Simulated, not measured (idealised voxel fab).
Name of the process module below: voxel transistor to metal
It is cross-section cut that appears here, measuring 185 nm in width, its square cells being 5 nm in size.
How to read a cross-section here: the picture is a grid of square cells, written as bands going from the top down, and any band can span one or more rows of cells.
Read a band's entry like this: the first values are the height of its top and the height of its bottom in nm, and what follows is the sequence of materials from left to right, each with its width in nm. Note that "blank" is empty space, and that a single material marked "everywhere" reaches across the band from edge to edge.
Note: height 0 marks the level under which the wafer is uniformly one material as received. Lowest band unbounded below, written "0 and below".
The notation "30..40" denotes a width that varies across the rows of cells in the band, beginning at the first number in the top row, finishing at the second number in the bottom row, and changing by an identical amount from each row to the next.
Step marked "everything unchanged"? Then no cell in the cross-section changed in it.
Enclosed voids (no open way to top), threshold 8 cells or more, entry "Closed void register", notation width x height at distance, distance from left edge, nm.
On each step's line, the part that comes after the settings is the simulator's own comment on the step.
"overlay nm" on a masked step: distance the mask lay right of its planned place, negative for left.

The steps planned for the process are as follows
1 RECEIVE: material Si
2 OXIDIZE: depth nm 5
3 CONFORMAL_DEP: material SiN, thk nm 15
4 DIRECTIONAL_DEP: material aC, thk nm 10
5 PATTERN: tone cover, mask id ACTIVE, material resist, width nm 105, thk nm 30, overlay nm 0
6 DIRECTIONAL_ETCH: etch materials aC, depth nm 10
7 STRIP: etch materials resist
8 DIRECTIONAL_ETCH: etch materials SiN, depth nm 15
9 DIRECTIONAL_ETCH: etch materials SiO2, depth nm 5
10 DIRECTIONAL_ETCH: etch materials Si, depth nm 35
11 STRIP: etch materials aC
12 FILL_DEP: material SiO2, thk nm 10
13 CMP: height nm 15
14 SELECTIVE_ETCH: etch materials SiO2, depth nm 10
15 STRIP: etch materials SiN
16 SELECTIVE_ETCH: etch materials SiO2, depth nm 5
17 OXIDIZE: depth nm 5
18 DIRECTIONAL_DEP: material polySi, thk nm 20
19 DIRECTIONAL_DEP: material SiCN, thk nm 10
20 MASKED_ETCH: tone cover, mask id GATE, width nm 25, etch materials SiCN, depth nm 20, overlay nm 0
21 MASKED_ETCH: tone cover, mask id GATE, width nm 25, etch materials polySi, depth nm 30, overlay nm 0
22 CONFORMAL_DEP: material SiN, thk nm 5
23 DIRECTIONAL_ETCH: etch materials SiN, depth nm 5
24 DIRECTIONAL_ETCH: etch materials SiO2, depth nm 5
25 DIRECTIONAL_ETCH: etch materials Si, depth nm 10
26 EPI: material pSi, thk nm 10
27 FILL_DEP: material SiO2, thk nm 10
28 CMP: height nm 25
29 DIRECTIONAL_DEP: material SiO2, thk nm 10
30 PATTERN: tone open, mask id CONTACT, material resist, width nm 30, pitch nm 65, thk nm 15, overlay nm 0
31 DIRECTIONAL_ETCH: etch materials SiO2, depth nm 45
32 STRIP: etch materials resist
33 CONFORMAL_DEP: material TiN, thk nm 5
34 FILL_DEP: material Ru, thk nm 10
35 CMP: height nm 35
36 DIRECTIONAL_DEP: material TiN, thk nm 5
37 DIRECTIONAL_DEP: material W, thk nm 20
38 DIRECTIONAL_DEP: material aC, thk nm 15
39 PATTERN: tone cover, mask id METAL_1, material resist, width nm 15, pitch nm 80, thk nm 35, overlay nm 0
40 DIRECTIONAL_ETCH: etch materials aC, depth nm 15
41 STRIP: etch materials resist
42 DIRECTIONAL_ETCH: etch materials W, depth nm 20
43 DIRECTIONAL_ETCH: etch materials TiN, depth nm 5
44 STRIP: etch materials aC
45 FILL_DEP: material SiO2, thk nm 10
46 CMP: height nm 60
47 CONFORMAL_DEP: material SiCN, thk nm 5
48 DIRECTIONAL_DEP: material lowk, thk nm 30
49 DIRECTIONAL_DEP: material aC, thk nm 10
50 PATTERN: tone open, mask id METAL_2, material resist, width nm 15, pitch nm 80, thk nm 25, overlay nm 0
51 DIRECTIONAL_ETCH: etch materials aC, depth nm 10
52 STRIP: etch materials resist
53 DIRECTIONAL_ETCH: etch materials lowk, depth nm 15
54 STRIP: etch materials aC
55 DIRECTIONAL_DEP: material aC, thk nm 10
56 PATTERN: tone open, mask id METAL_2_HOLES, material resist, width nm 15, pitch nm 80, thk nm 25, overlay nm 0
57 DIRECTIONAL_ETCH: etch materials aC, depth nm 10
58 STRIP: etch materials resist
59 DIRECTIONAL_ETCH: etch materials lowk, depth nm 15
60 DIRECTIONAL_ETCH: etch materials SiCN, depth nm 5
61 STRIP: etch materials aC
62 CONFORMAL_DEP: material TiN, thk nm 5
63 FILL_DEP: material Cu, thk nm 10
64 CMP: height nm 95
65 CONFORMAL_DEP: material SiCN, thk nm 5

First wafer out of two, processed as planned

as received, after step 1
    0 and below = Si everywhere
    Closed void register: none

State of the wafer after step 2, shown in cross-section
    0 down to -5 = SiO2 everywhere
    Whatever lies below -5 is exactly as it was before.

State of the wafer after step 3, shown in cross-section
    15 down to 0 = SiN everywhere
    Whatever lies below 0 is exactly as it was before.

State of the wafer after step 4, shown in cross-section
    25 down to 15 = aC everywhere
    Whatever lies below 15 is exactly as it was before.

State of the wafer after step 5, shown in cross-section
    55 down to 25 = blank 40 nm  resist 105 nm  blank 40 nm
    Whatever lies below 25 is exactly as it was before.

State of the wafer after step 6, shown in cross-section
    45 down to 25 = blank 40 nm  resist 105 nm  blank 40 nm
    25 down to 15 = blank 40 nm  aC 105 nm  blank 40 nm
    Whatever lies below 15 is exactly as it was before.

State of the wafer after step 7, shown in cross-section
    25 down to 15 = blank 40 nm  aC 105 nm  blank 40 nm
    Whatever lies below 15 is exactly as it was before.

State of the wafer after step 8, shown in cross-section
    25 down to 15 = blank 40 nm  aC 105 nm  blank 40 nm
    15 down to 0 = blank 40 nm  SiN 105 nm  blank 40 nm
    Whatever lies below 0 is exactly as it was before.

State of the wafer after step 9, shown in cross-section
    25 down to 15 = blank 40 nm  aC 105 nm  blank 40 nm
    15 down to 0 = blank 40 nm  SiN 105 nm  blank 40 nm
    0 down to -5 = blank 40 nm  SiO2 105 nm  blank 40 nm
    Whatever lies below -5 is exactly as it was before.

State of the wafer after step 10, shown in cross-section
    25 down to 15 = blank 40 nm  aC 105 nm  blank 40 nm
    15 down to 0 = blank 40 nm  SiN 105 nm  blank 40 nm
    0 down to -5 = blank 40 nm  SiO2 105 nm  blank 40 nm
    -5 down to -40 = blank 40 nm  Si 105 nm  blank 40 nm
    Whatever lies below -40 is exactly as it was before.

State of the wafer after step 11, shown in cross-section
    15 down to 0 = blank 40 nm  SiN 105 nm  blank 40 nm
    Whatever lies below 0 is exactly as it was before.

State of the wafer after step 12, shown in cross-section
    25 down to 15 = SiO2 everywhere
    15 down to 0 = SiO2 40 nm  SiN 105 nm  SiO2 40 nm
    0 down to -5 = SiO2 everywhere
    -5 down to -40 = SiO2 40 nm  Si 105 nm  SiO2 40 nm
    Whatever lies below -40 is exactly as it was before.

State of the wafer after step 13, shown in cross-section
    15 down to 0 = SiO2 40 nm  SiN 105 nm  SiO2 40 nm
    Whatever lies below 0 is exactly as it was before.

State of the wafer after step 14, shown in cross-section
    15 down to 5 = blank 40 nm  SiN 105 nm  blank 40 nm
    Whatever lies below 5 is exactly as it was before.

State of the wafer after step 15, shown in cross-section
    5 down to 0 = SiO2 40 nm  blank 105 nm  SiO2 40 nm
    Whatever lies below 0 is exactly as it was before.

State of the wafer after step 16, shown in cross-section
    0 down to -5 = SiO2 35 nm  blank 115 nm  SiO2 35 nm
    Whatever lies below -5 is exactly as it was before.

State of the wafer after step 17, shown in cross-section
    0 down to -5 = SiO2 35 nm  blank 115 nm  SiO2 35 nm
    -5 down to -10 = SiO2 everywhere
    Whatever lies below -10 is exactly as it was before.

State of the wafer after step 18, shown in cross-section
    20 down to 15 = polySi 35 nm  blank 115 nm  polySi 35 nm
    15 down to 0 = polySi everywhere
    0 down to -5 = SiO2 35 nm  polySi 115 nm  SiO2 35 nm
    Whatever lies below -5 is exactly as it was before.

State of the wafer after step 19, shown in cross-section
    30 down to 25 = SiCN 35 nm  blank 115 nm  SiCN 35 nm
    25 down to 20 = SiCN everywhere
    20 down to 15 = polySi 35 nm  SiCN 115 nm  polySi 35 nm
    Whatever lies below 15 is exactly as it was before.

State of the wafer after step 20, shown in cross-section
    25 down to 20 = blank 80 nm  SiCN 25 nm  blank 80 nm
    20 down to 15 = polySi 35 nm  blank 45 nm  SiCN 25 nm  blank 45 nm  polySi 35 nm
    Whatever lies below 15 is exactly as it was before.

State of the wafer after step 21, shown in cross-section
    25 down to 15 = blank 80 nm  SiCN 25 nm  blank 80 nm
    15 down to 0 = blank 80 nm  polySi 25 nm  blank 80 nm
    0 down to -5 = SiO2 35 nm  blank 45 nm  polySi 25 nm  blank 45 nm  SiO2 35 nm
    Whatever lies below -5 is exactly as it was before.

State of the wafer after step 22, shown in cross-section
    30 down to 25 = blank 75 nm  SiN 35 nm  blank 75 nm
    25 down to 15 = blank 75 nm  SiN 5 nm  SiCN 25 nm  SiN 5 nm  blank 75 nm
    15 down to 5 = blank 75 nm  SiN 5 nm  polySi 25 nm  SiN 5 nm  blank 75 nm
    5 down to 0 = SiN 40 nm  blank 35 nm  SiN 5 nm  polySi 25 nm  SiN 5 nm  blank 35 nm  SiN 40 nm
    0 down to -5 = SiO2 35 nm  SiN 45 nm  polySi 25 nm  SiN 45 nm  SiO2 35 nm
    Whatever lies below -5 is exactly as it was before.

State of the wafer after step 23, shown in cross-section
    25 down to 15 = blank 75 nm  SiN 5 nm  SiCN 25 nm  SiN 5 nm  blank 75 nm
    15 down to 0 = blank 75 nm  SiN 5 nm  polySi 25 nm  SiN 5 nm  blank 75 nm
    0 down to -5 = SiO2 35 nm  SiN 5 nm  blank 35 nm  SiN 5 nm  polySi 25 nm  SiN 5 nm  blank 35 nm  SiN 5 nm  SiO2 35 nm
    Whatever lies below -5 is exactly as it was before.

State of the wafer after step 24, shown in cross-section
    25 down to 15 = blank 75 nm  SiN 5 nm  SiCN 25 nm  SiN 5 nm  blank 75 nm
    15 down to 0 = blank 75 nm  SiN 5 nm  polySi 25 nm  SiN 5 nm  blank 75 nm
    0 down to -5 = blank 35 nm  SiN 5 nm  blank 35 nm  SiN 5 nm  polySi 25 nm  SiN 5 nm  blank 35 nm  SiN 5 nm  blank 35 nm
    -5 down to -10 = SiO2 40 nm  blank 35 nm  SiO2 35 nm  blank 35 nm  SiO2 40 nm
    Whatever lies below -10 is exactly as it was before.

State of the wafer after step 25, shown in cross-section
    25 down to 15 = blank 75 nm  SiN 5 nm  SiCN 25 nm  SiN 5 nm  blank 75 nm
    15 down to 0 = blank 75 nm  SiN 5 nm  polySi 25 nm  SiN 5 nm  blank 75 nm
    0 down to -5 = blank 35 nm  SiN 5 nm  blank 35 nm  SiN 5 nm  polySi 25 nm  SiN 5 nm  blank 35 nm  SiN 5 nm  blank 35 nm
    -5 down to -10 = SiO2 40 nm  blank 35 nm  SiO2 35 nm  blank 35 nm  SiO2 40 nm
    -10 down to -20 = SiO2 40 nm  blank 35 nm  Si 35 nm  blank 35 nm  SiO2 40 nm
    Whatever lies below -20 is exactly as it was before.

State of the wafer after step 26, shown in cross-section
    25 down to 15 = blank 75 nm  SiN 5 nm  SiCN 25 nm  SiN 5 nm  blank 75 nm
    15 down to 0 = blank 75 nm  SiN 5 nm  polySi 25 nm  SiN 5 nm  blank 75 nm
    0 down to -5 = blank 35 nm  SiN 5 nm  blank 25 nm  pSi 10 nm  SiN 5 nm  polySi 25 nm  SiN 5 nm  pSi 10 nm  blank 25 nm  SiN 5 nm  blank 35 nm
    -5 down to -10 = SiO2 40 nm  blank 25 nm  pSi 10 nm  SiO2 35 nm  pSi 10 nm  blank 25 nm  SiO2 40 nm
    -10 down to -20 = SiO2 40 nm  pSi 35 nm  Si 35 nm  pSi 35 nm  SiO2 40 nm
    Whatever lies below -20 is exactly as it was before.

State of the wafer after step 27, shown in cross-section
    35 down to 25 = SiO2 everywhere
    25 down to 15 = SiO2 75 nm  SiN 5 nm  SiCN 25 nm  SiN 5 nm  SiO2 75 nm
    15 down to 0 = SiO2 75 nm  SiN 5 nm  polySi 25 nm  SiN 5 nm  SiO2 75 nm
    0 down to -5 = SiO2 35 nm  SiN 5 nm  SiO2 25 nm  pSi 10 nm  SiN 5 nm  polySi 25 nm  SiN 5 nm  pSi 10 nm  SiO2 25 nm  SiN 5 nm  SiO2 35 nm
    -5 down to -10 = SiO2 65 nm  pSi 10 nm  SiO2 35 nm  pSi 10 nm  SiO2 65 nm
    Whatever lies below -10 is exactly as it was before.

State of the wafer after step 28, shown in cross-section
    25 down to 15 = SiO2 75 nm  SiN 5 nm  SiCN 25 nm  SiN 5 nm  SiO2 75 nm
    Whatever lies below 15 is exactly as it was before.

State of the wafer after step 29, shown in cross-section
    35 down to 25 = SiO2 everywhere
    Whatever lies below 25 is exactly as it was before.

State of the wafer after step 30, shown in cross-section
    50 down to 35 = resist 45 nm  blank 30 nm  resist 35 nm  blank 30 nm  resist 45 nm
    Whatever lies below 35 is exactly as it was before.

State of the wafer after step 31, shown in cross-section
    50 down to 35 = resist 45 nm  blank 30 nm  resist 35 nm  blank 30 nm  resist 45 nm
    35 down to 25 = SiO2 45 nm  blank 30 nm  SiO2 35 nm  blank 30 nm  SiO2 45 nm
    25 down to 15 = SiO2 45 nm  blank 30 nm  SiN 5 nm  SiCN 25 nm  SiN 5 nm  blank 30 nm  SiO2 45 nm
    15 down to 0 = SiO2 45 nm  blank 30 nm  SiN 5 nm  polySi 25 nm  SiN 5 nm  blank 30 nm  SiO2 45 nm
    0 down to -5 = SiO2 35 nm  SiN 5 nm  SiO2 5 nm  blank 20 nm  pSi 10 nm  SiN 5 nm  polySi 25 nm  SiN 5 nm  pSi 10 nm  blank 20 nm  SiO2 5 nm  SiN 5 nm  SiO2 35 nm
    -5 down to -10 = SiO2 45 nm  blank 20 nm  pSi 10 nm  SiO2 35 nm  pSi 10 nm  blank 20 nm  SiO2 45 nm
    Whatever lies below -10 is exactly as it was before.

State of the wafer after step 32, shown in cross-section
    35 down to 25 = SiO2 45 nm  blank 30 nm  SiO2 35 nm  blank 30 nm  SiO2 45 nm
    Whatever lies below 25 is exactly as it was before.

State of the wafer after step 33, shown in cross-section
    40 down to 35 = TiN 50 nm  blank 20 nm  TiN 45 nm  blank 20 nm  TiN 50 nm
    35 down to 25 = SiO2 45 nm  TiN 5 nm  blank 20 nm  TiN 5 nm  SiO2 35 nm  TiN 5 nm  blank 20 nm  TiN 5 nm  SiO2 45 nm
    25 down to 15 = SiO2 45 nm  TiN 5 nm  blank 20 nm  TiN 5 nm  SiN 5 nm  SiCN 25 nm  SiN 5 nm  TiN 5 nm  blank 20 nm  TiN 5 nm  SiO2 45 nm
    15 down to 5 = SiO2 45 nm  TiN 5 nm  blank 20 nm  TiN 5 nm  SiN 5 nm  polySi 25 nm  SiN 5 nm  TiN 5 nm  blank 20 nm  TiN 5 nm  SiO2 45 nm
    5 down to 0 = SiO2 45 nm  TiN 5 nm  blank 10 nm  TiN 15 nm  SiN 5 nm  polySi 25 nm  SiN 5 nm  TiN 15 nm  blank 10 nm  TiN 5 nm  SiO2 45 nm
    0 down to -5 = SiO2 35 nm  SiN 5 nm  SiO2 5 nm  TiN 5 nm  blank 10 nm  TiN 5 nm  pSi 10 nm  SiN 5 nm  polySi 25 nm  SiN 5 nm  pSi 10 nm  TiN 5 nm  blank 10 nm  TiN 5 nm  SiO2 5 nm  SiN 5 nm  SiO2 35 nm
    -5 down to -10 = SiO2 45 nm  TiN 20 nm  pSi 10 nm  SiO2 35 nm  pSi 10 nm  TiN 20 nm  SiO2 45 nm
    Whatever lies below -10 is exactly as it was before.

State of the wafer after step 34, shown in cross-section
    50 down to 40 = Ru everywhere
    40 down to 35 = TiN 50 nm  Ru 20 nm  TiN 45 nm  Ru 20 nm  TiN 50 nm
    35 down to 25 = SiO2 45 nm  TiN 5 nm  Ru 20 nm  TiN 5 nm  SiO2 35 nm  TiN 5 nm  Ru 20 nm  TiN 5 nm  SiO2 45 nm
    25 down to 15 = SiO2 45 nm  TiN 5 nm  Ru 20 nm  TiN 5 nm  SiN 5 nm  SiCN 25 nm  SiN 5 nm  TiN 5 nm  Ru 20 nm  TiN 5 nm  SiO2 45 nm
    15 down to 5 = SiO2 45 nm  TiN 5 nm  Ru 20 nm  TiN 5 nm  SiN 5 nm  polySi 25 nm  SiN 5 nm  TiN 5 nm  Ru 20 nm  TiN 5 nm  SiO2 45 nm
    5 down to 0 = SiO2 45 nm  TiN 5 nm  Ru 10 nm  TiN 15 nm  SiN 5 nm  polySi 25 nm  SiN 5 nm  TiN 15 nm  Ru 10 nm  TiN 5 nm  SiO2 45 nm
    0 down to -5 = SiO2 35 nm  SiN 5 nm  SiO2 5 nm  TiN 5 nm  Ru 10 nm  TiN 5 nm  pSi 10 nm  SiN 5 nm  polySi 25 nm  SiN 5 nm  pSi 10 nm  TiN 5 nm  Ru 10 nm  TiN 5 nm  SiO2 5 nm  SiN 5 nm  SiO2 35 nm
    Whatever lies below -5 is exactly as it was before.

State of the wafer after step 35, shown in cross-section
    35 down to 25 = SiO2 45 nm  TiN 5 nm  Ru 20 nm  TiN 5 nm  SiO2 35 nm  TiN 5 nm  Ru 20 nm  TiN 5 nm  SiO2 45 nm
    Whatever lies below 25 is exactly as it was before.

State of the wafer after step 36, shown in cross-section
    40 down to 35 = TiN everywhere
    Whatever lies below 35 is exactly as it was before.

State of the wafer after step 37, shown in cross-section
    60 down to 40 = W everywhere
    Whatever lies below 40 is exactly as it was before.

State of the wafer after step 38, shown in cross-section
    75 down to 60 = aC everywhere
    Whatever lies below 60 is exactly as it was before.

State of the wafer after step 39, shown in cross-section
    110 down to 75 = blank 45 nm  resist 15 nm  blank 65 nm  resist 15 nm  blank 45 nm
    Whatever lies below 75 is exactly as it was before.

State of the wafer after step 40, shown in cross-section
    95 down to 75 = blank 45 nm  resist 15 nm  blank 65 nm  resist 15 nm  blank 45 nm
    75 down to 60 = blank 45 nm  aC 15 nm  blank 65 nm  aC 15 nm  blank 45 nm
    Whatever lies below 60 is exactly as it was before.

State of the wafer after step 41, shown in cross-section
    75 down to 60 = blank 45 nm  aC 15 nm  blank 65 nm  aC 15 nm  blank 45 nm
    Whatever lies below 60 is exactly as it was before.

State of the wafer after step 42, shown in cross-section
    75 down to 60 = blank 45 nm  aC 15 nm  blank 65 nm  aC 15 nm  blank 45 nm
    60 down to 40 = blank 45 nm  W 15 nm  blank 65 nm  W 15 nm  blank 45 nm
    Whatever lies below 40 is exactly as it was before.

State of the wafer after step 43, shown in cross-section
    75 down to 60 = blank 45 nm  aC 15 nm  blank 65 nm  aC 15 nm  blank 45 nm
    60 down to 40 = blank 45 nm  W 15 nm  blank 65 nm  W 15 nm  blank 45 nm
    40 down to 35 = blank 45 nm  TiN 15 nm  blank 65 nm  TiN 15 nm  blank 45 nm
    Whatever lies below 35 is exactly as it was before.

State of the wafer after step 44, shown in cross-section
    60 down to 40 = blank 45 nm  W 15 nm  blank 65 nm  W 15 nm  blank 45 nm
    Whatever lies below 40 is exactly as it was before.

State of the wafer after step 45, shown in cross-section
    70 down to 60 = SiO2 everywhere
    60 down to 40 = SiO2 45 nm  W 15 nm  SiO2 65 nm  W 15 nm  SiO2 45 nm
    40 down to 35 = SiO2 45 nm  TiN 15 nm  SiO2 65 nm  TiN 15 nm  SiO2 45 nm
    Whatever lies below 35 is exactly as it was before.

State of the wafer after step 46, shown in cross-section
    60 down to 40 = SiO2 45 nm  W 15 nm  SiO2 65 nm  W 15 nm  SiO2 45 nm
    Whatever lies below 40 is exactly as it was before.

State of the wafer after step 47, shown in cross-section
    65 down to 60 = SiCN everywhere
    Whatever lies below 60 is exactly as it was before.

State of the wafer after step 48, shown in cross-section
    95 down to 65 = lowk everywhere
    Whatever lies below 65 is exactly as it was before.

State of the wafer after step 49, shown in cross-section
    105 down to 95 = aC everywhere
    Whatever lies below 95 is exactly as it was before.

State of the wafer after step 50, shown in cross-section
    130 down to 105 = resist 45 nm  blank 15 nm  resist 65 nm  blank 15 nm  resist 45 nm
    Whatever lies below 105 is exactly as it was before.

State of the wafer after step 51, shown in cross-section
    120 down to 105 = resist 45 nm  blank 15 nm  resist 65 nm  blank 15 nm  resist 45 nm
    105 down to 95 = aC 45 nm  blank 15 nm  aC 65 nm  blank 15 nm  aC 45 nm
    Whatever lies below 95 is exactly as it was before.

State of the wafer after step 52, shown in cross-section
    105 down to 95 = aC 45 nm  blank 15 nm  aC 65 nm  blank 15 nm  aC 45 nm
    Whatever lies below 95 is exactly as it was before.

State of the wafer after step 53, shown in cross-section
    105 down to 95 = aC 45 nm  blank 15 nm  aC 65 nm  blank 15 nm  aC 45 nm
    95 down to 80 = lowk 45 nm  blank 15 nm  lowk 65 nm  blank 15 nm  lowk 45 nm
    Whatever lies below 80 is exactly as it was before.

State of the wafer after step 54, shown in cross-section
    95 down to 80 = lowk 45 nm  blank 15 nm  lowk 65 nm  blank 15 nm  lowk 45 nm
    Whatever lies below 80 is exactly as it was before.

State of the wafer after step 55, shown in cross-section
    105 down to 95 = aC 45 nm  blank 15 nm  aC 65 nm  blank 15 nm  aC 45 nm
    95 down to 90 = lowk 45 nm  blank 15 nm  lowk 65 nm  blank 15 nm  lowk 45 nm
    90 down to 80 = lowk 45 nm  aC 15 nm  lowk 65 nm  aC 15 nm  lowk 45 nm
    Whatever lies below 80 is exactly as it was before.

State of the wafer after step 56, shown in cross-section
    130 down to 105 = resist 45 nm  blank 15 nm  resist 65 nm  blank 15 nm  resist 45 nm
    Whatever lies below 105 is exactly as it was before.

State of the wafer after step 57, shown in cross-section
    120 down to 105 = resist 45 nm  blank 15 nm  resist 65 nm  blank 15 nm  resist 45 nm
    105 down to 95 = aC 45 nm  blank 15 nm  aC 65 nm  blank 15 nm  aC 45 nm
    95 down to 80 = lowk 45 nm  blank 15 nm  lowk 65 nm  blank 15 nm  lowk 45 nm
    Whatever lies below 80 is exactly as it was before.

State of the wafer after step 58, shown in cross-section
    105 down to 95 = aC 45 nm  blank 15 nm  aC 65 nm  blank 15 nm  aC 45 nm
    Whatever lies below 95 is exactly as it was before.

State of the wafer after step 59, shown in cross-section
    105 down to 95 = aC 45 nm  blank 15 nm  aC 65 nm  blank 15 nm  aC 45 nm
    95 down to 65 = lowk 45 nm  blank 15 nm  lowk 65 nm  blank 15 nm  lowk 45 nm
    Whatever lies below 65 is exactly as it was before.

State of the wafer after step 60, shown in cross-section
    105 down to 95 = aC 45 nm  blank 15 nm  aC 65 nm  blank 15 nm  aC 45 nm
    95 down to 65 = lowk 45 nm  blank 15 nm  lowk 65 nm  blank 15 nm  lowk 45 nm
    65 down to 60 = SiCN 45 nm  blank 15 nm  SiCN 65 nm  blank 15 nm  SiCN 45 nm
    Whatever lies below 60 is exactly as it was before.

State of the wafer after step 61, shown in cross-section
    95 down to 65 = lowk 45 nm  blank 15 nm  lowk 65 nm  blank 15 nm  lowk 45 nm
    Whatever lies below 65 is exactly as it was before.

State of the wafer after step 62, shown in cross-section
    100 down to 95 = TiN 50 nm  blank 5 nm  TiN 75 nm  blank 5 nm  TiN 50 nm
    95 down to 65 = lowk 45 nm  TiN 5 nm  blank 5 nm  TiN 5 nm  lowk 65 nm  TiN 5 nm  blank 5 nm  TiN 5 nm  lowk 45 nm
    65 down to 60 = SiCN 45 nm  TiN 15 nm  SiCN 65 nm  TiN 15 nm  SiCN 45 nm
    Whatever lies below 60 is exactly as it was before.

State of the wafer after step 63, shown in cross-section
    110 down to 100 = Cu everywhere
    100 down to 95 = TiN 50 nm  Cu 5 nm  TiN 75 nm  Cu 5 nm  TiN 50 nm
    95 down to 65 = lowk 45 nm  TiN 5 nm  Cu 5 nm  TiN 5 nm  lowk 65 nm  TiN 5 nm  Cu 5 nm  TiN 5 nm  lowk 45 nm
    Whatever lies below 65 is exactly as it was before.

State of the wafer after step 64, shown in cross-section
    95 down to 65 = lowk 45 nm  TiN 5 nm  Cu 5 nm  TiN 5 nm  lowk 65 nm  TiN 5 nm  Cu 5 nm  TiN 5 nm  lowk 45 nm
    Whatever lies below 65 is exactly as it was before.

State of the wafer after step 65, shown in cross-section
    100 down to 95 = SiCN everywhere
    Whatever lies below 95 is exactly as it was before.

second wafer: like start, like plan, one mistake. Through step 61 it matches the first wafer

Cross-section of the second wafer corresponding to the planned conclusion of step 62
    100 down to 95 = polySi 50 nm  blank 5 nm  polySi 75 nm  blank 5 nm  polySi 50 nm
    95 down to 65 = lowk 45 nm  polySi 5 nm  blank 5 nm  polySi 5 nm  lowk 65 nm  polySi 5 nm  blank 5 nm  polySi 5 nm  lowk 45 nm
    65 down to 60 = SiCN 45 nm  polySi 15 nm  SiCN 65 nm  polySi 15 nm  SiCN 45 nm
    Whatever lies below 60 is exactly as it was before.

Cross-section of the second wafer corresponding to the planned conclusion of step 63
    110 down to 100 = Cu everywhere
    100 down to 95 = polySi 50 nm  Cu 5 nm  polySi 75 nm  Cu 5 nm  polySi 50 nm
    95 down to 65 = lowk 45 nm  polySi 5 nm  Cu 5 nm  polySi 5 nm  lowk 65 nm  polySi 5 nm  Cu 5 nm  polySi 5 nm  lowk 45 nm
    Whatever lies below 65 is exactly as it was before.

Cross-section of the second wafer corresponding to the planned conclusion of step 64
    95 down to 65 = lowk 45 nm  polySi 5 nm  Cu 5 nm  polySi 5 nm  lowk 65 nm  polySi 5 nm  Cu 5 nm  polySi 5 nm  lowk 45 nm
    Whatever lies below 65 is exactly as it was before.

Cross-section of the second wafer corresponding to the planned conclusion of step 65
    100 down to 95 = SiCN everywhere
    Whatever lies below 95 is exactly as it was before.
Deviation from plan: so step 62 ended up running with a different setting than we planned, it ran as CONFORMAL_DEP: material polySi, thk nm 5
Once processing is complete, comparing cell counts shows that the second wafer has more or fewer of certain materials than the first: 30 fewer of TiN | 30 more of polySi
